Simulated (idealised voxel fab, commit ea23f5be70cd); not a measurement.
process module | voxel self aligned vias
cross-section cut | 280 nm wide | cells 5 nm
A cross-section is a grid of square cells, given in bands from the top down. A band is one or more rows of cells.
Each band's line starts with the height of the band's top and of its bottom, in nm. Then come its materials from left to right, each with its width in nm. One material with "throughout" fills the band from edge to edge. "air" is empty space.
Height 0 is the level under which the wafer as received is all one material. The lowest band goes on downwards, as in "0 down".
A width such as "30 to 40" changes by the same amount from each row of cells to the next, from the band's top row to its bottom row.
"no change" after a step means that no cell of the cross-section changed.
closed voids: empty space of 8 cells or more with no open way to the top, each as width x height at its distance from the left edge, in nm
after a step's settings: what the simulator itself notes on the step
overlay nm, on a step with a mask: how far to the right of its planned place the mask lay; to the left if negative
plan
1 op RECEIVE | material Si
2 op CONFORMAL_DEP | material SiO2 | thk nm 10
3 op CONFORMAL_DEP | material SiCN | thk nm 5
4 op DIRECTIONAL_DEP | material lowk | thk nm 20
5 op DIRECTIONAL_DEP | material aC | thk nm 10
6 op PATTERN | tone open | mask id LINES | material resist | width nm 30 | pitch nm 65 | thk nm 30 | overlay nm 0
7 op DIRECTIONAL_ETCH | etch materials aC | depth nm 10
8 op STRIP | etch materials resist
9 op DIRECTIONAL_ETCH | etch materials lowk | depth nm 20
10 op STRIP | etch materials aC
11 op CONFORMAL_DEP | material TiN | thk nm 5
12 op FILL_DEP | material W | thk nm 10
13 op CMP | height nm 35
14 op SELECTIVE_ETCH | etch materials W Ru TiN | depth nm 5
15 op FILL_DEP | material SiN | thk nm 5
16 op CMP | height nm 35
17 op DIRECTIONAL_DEP | material lowk | thk nm 20
18 op PATTERN | tone open | mask id VIAS | material resist | width nm 40 | thk nm 20 | overlay nm 0
19 op DIRECTIONAL_ETCH | etch materials lowk | depth nm 20
20 op DIRECTIONAL_ETCH | etch materials SiN | depth nm 5
21 op STRIP | etch materials resist
22 op CONFORMAL_DEP | material TiN | thk nm 5
23 op FILL_DEP | material Cu | thk nm 5
24 op CMP | height nm 55
25 op CONFORMAL_DEP | material SiN | thk nm 5
as received, after step 1
  0 down: Si throughout
  closed voids: none
first wafer at the end, as planned
  60 to 55: SiN throughout
  55 to 40: lowk 85 | TiN 5 | Cu 30 | TiN 5 | lowk 155
  40 to 35: lowk 85 | TiN 10 | Cu 20 | TiN 10 | lowk 155
  35 to 30: lowk 90 | TiN 30 | lowk 35 | SiN 30 | lowk 95
  30 to 20: lowk 90 | TiN 5 | W 20 | TiN 5 | lowk 35 | TiN 5 | W 20 | TiN 5 | lowk 95
  20 to 15: lowk 90 | TiN 30 | lowk 35 | TiN 30 | lowk 95
  15 to 10: SiCN throughout
  10 to 0: SiO2 throughout
  0 down: Si throughout
  closed voids: none
second wafer at the end: like start, like plan, one mistake
  60 to 55: SiN throughout
  55 to 40: lowk 85 | TiN 5 | Cu 30 | TiN 5 | lowk 155
  40 to 35: lowk 85 | TiN 10 | Cu 20 | TiN 10 | lowk 155
  35 to 30: lowk 90 | TiN 30 | lowk 35 | SiN 30 | lowk 95
  30 to 20: lowk 90 | TiN 5 | W 20 | TiN 5 | lowk 35 | TiN 5 | W 20 | TiN 5 | lowk 95
  20 to 15: lowk 90 | TiN 30 | lowk 35 | TiN 30 | lowk 95
  15 to 5: SiO2 throughout
  5 to 0: SiCN throughout
  0 down: Si throughout
  closed voids: none
what went wrong: steps 2 and 3 were swapped
at the end the second wafer has, in cells: as many of each material as the first, in other places
